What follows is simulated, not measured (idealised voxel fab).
process module | voxel ribs on slabs
cross-section cut | 180 nm wide | cells 5 nm
A cross-section is a grid of square cells, given in bands from the top down. A band is one or more rows of cells.
Each band's line starts with the height of the band's top and of its bottom, in nm. Then come its materials from left to right, each with its width in nm. One material with "throughout" fills the band from edge to edge. "air" is empty space.
Height 0 is the level under which the wafer as received is all one material. The lowest band goes on downwards, as in "0 down".
A width such as "30 to 40" changes by the same amount from each row of cells to the next, from the band's top row to its bottom row.
"no change" after a step means that no cell of the cross-section changed.
closed voids: empty space of 8 cells or more with no open way to the top, each as width x height at its distance from the left edge, in nm
after a step's settings: what the simulator itself notes on the step
overlay nm, on a step with a mask: how far to the right of its planned place the mask lay; to the left if negative
plan
1 op RECEIVE | material Si
2 op DIRECTIONAL_DEP | material SiO2 | thk nm 30
3 op DIRECTIONAL_DEP | material SiN | thk nm 25
4 op DIRECTIONAL_DEP | material aC | thk nm 15
5 op PATTERN | tone cover | mask id RIB | material resist | width nm 25 | thk nm 35 | overlay nm 0
6 op DIRECTIONAL_ETCH | etch materials aC | depth nm 15
7 op STRIP | etch materials resist
8 op DIRECTIONAL_ETCH | etch materials SiN | depth nm 5
9 op STRIP | etch materials aC
10 op PATTERN | tone cover | mask id SLAB | material resist | width nm 65 | thk nm 15 | overlay nm 0
11 op DIRECTIONAL_ETCH | etch materials SiN | depth nm 20
12 op STRIP | etch materials resist
13 op FILL_DEP | material SiO2 | thk nm 25
14 op CMP | height nm 75
15 op DIRECTIONAL_DEP | material TiN | thk nm 10
16 op MASKED_ETCH | tone cover | mask id HEATER | width nm 35 | etch materials TiN | depth nm 10 | overlay nm 0
17 op CONFORMAL_DEP | material SiN | thk nm 10
first wafer, as planned
as received, after step 1
  0 down: Si throughout
  closed voids: none
after step 2
  30 to 0: SiO2 throughout
  below 0: unchanged
after step 3
  55 to 30: SiN throughout
  below 30: unchanged
after step 4
  70 to 55: aC throughout
  below 55: unchanged
after step 5
  105 to 70: air 75 | resist 25 | air 80
  below 70: unchanged
after step 6
  90 to 70: air 75 | resist 25 | air 80
  70 to 55: air 75 | aC 25 | air 80
  below 55: unchanged
after step 7
  70 to 55: air 75 | aC 25 | air 80
  below 55: unchanged
after step 8
  70 to 55: air 75 | aC 25 | air 80
  55 to 50: air 75 | SiN 25 | air 80
  below 50: unchanged
after step 9
  55 to 50: air 75 | SiN 25 | air 80
  below 50: unchanged
after step 10
  70 to 55: air 55 | resist 65 | air 60
  55 to 50: air 55 | resist 20 | SiN 25 | resist 20 | air 60
  below 50: unchanged
after step 11
  70 to 55: air 55 | resist 65 | air 60
  55 to 50: air 55 | resist 20 | SiN 25 | resist 20 | air 60
  50 to 30: air 55 | SiN 65 | air 60
  below 30: unchanged
after step 12
  55 to 50: air 75 | SiN 25 | air 80
  below 50: unchanged
after step 13
  80 to 55: SiO2 throughout
  55 to 50: SiO2 75 | SiN 25 | SiO2 80
  50 to 30: SiO2 55 | SiN 65 | SiO2 60
  below 30: unchanged
after step 14
  75 to 55: SiO2 throughout
  below 55: unchanged
after step 15
  85 to 75: TiN throughout
  below 75: unchanged
after step 16
  85 to 75: air 70 | TiN 35 | air 75
  below 75: unchanged
after step 17
  95 to 85: air 60 | SiN 55 | air 65
  85 to 75: SiN 70 | TiN 35 | SiN 75
  below 75: unchanged
second wafer: like start, like plan, one mistake. Through step 1 it matches the first wafer
when step 2 should have ended
  60 to 0: SiO2 throughout
  below 0: unchanged
when step 3 should have ended
  85 to 60: SiN throughout
  below 60: unchanged
when step 4 should have ended
  100 to 85: aC throughout
  below 85: unchanged
when step 5 should have ended
  135 to 100: air 75 | resist 25 | air 80
  below 100: unchanged
when step 6 should have ended
  120 to 100: air 75 | resist 25 | air 80
  100 to 85: air 75 | aC 25 | air 80
  below 85: unchanged
when step 7 should have ended
  100 to 85: air 75 | aC 25 | air 80
  below 85: unchanged
when step 8 should have ended
  100 to 85: air 75 | aC 25 | air 80
  85 to 80: air 75 | SiN 25 | air 80
  below 80: unchanged
when step 9 should have ended
  85 to 80: air 75 | SiN 25 | air 80
  below 80: unchanged
when step 10 should have ended
  100 to 85: air 55 | resist 65 | air 60
  85 to 80: air 55 | resist 20 | SiN 25 | resist 20 | air 60
  below 80: unchanged
when step 11 should have ended
  100 to 85: air 55 | resist 65 | air 60
  85 to 80: air 55 | resist 20 | SiN 25 | resist 20 | air 60
  80 to 60: air 55 | SiN 65 | air 60
  below 60: unchanged
when step 12 should have ended
  85 to 80: air 75 | SiN 25 | air 80
  below 80: unchanged
when step 13 should have ended
  110 to 85: SiO2 throughout
  85 to 80: SiO2 75 | SiN 25 | SiO2 80
  80 to 60: SiO2 55 | SiN 65 | SiO2 60
  below 60: unchanged
when step 14 should have ended
  75 to 60: SiO2 55 | SiN 65 | SiO2 60
  below 60: unchanged
when step 15 should have ended
  85 to 75: TiN throughout
  below 75: unchanged
when step 16 should have ended
  85 to 75: air 70 | TiN 35 | air 75
  below 75: unchanged
when step 17 should have ended
  95 to 85: air 60 | SiN 55 | air 65
  85 to 75: SiN 70 | TiN 35 | SiN 75
  below 75: unchanged
what went wrong: step 2 was run twice
at the end the second wafer has, in cells: 18 fewer of SiN | 18 more of SiO2
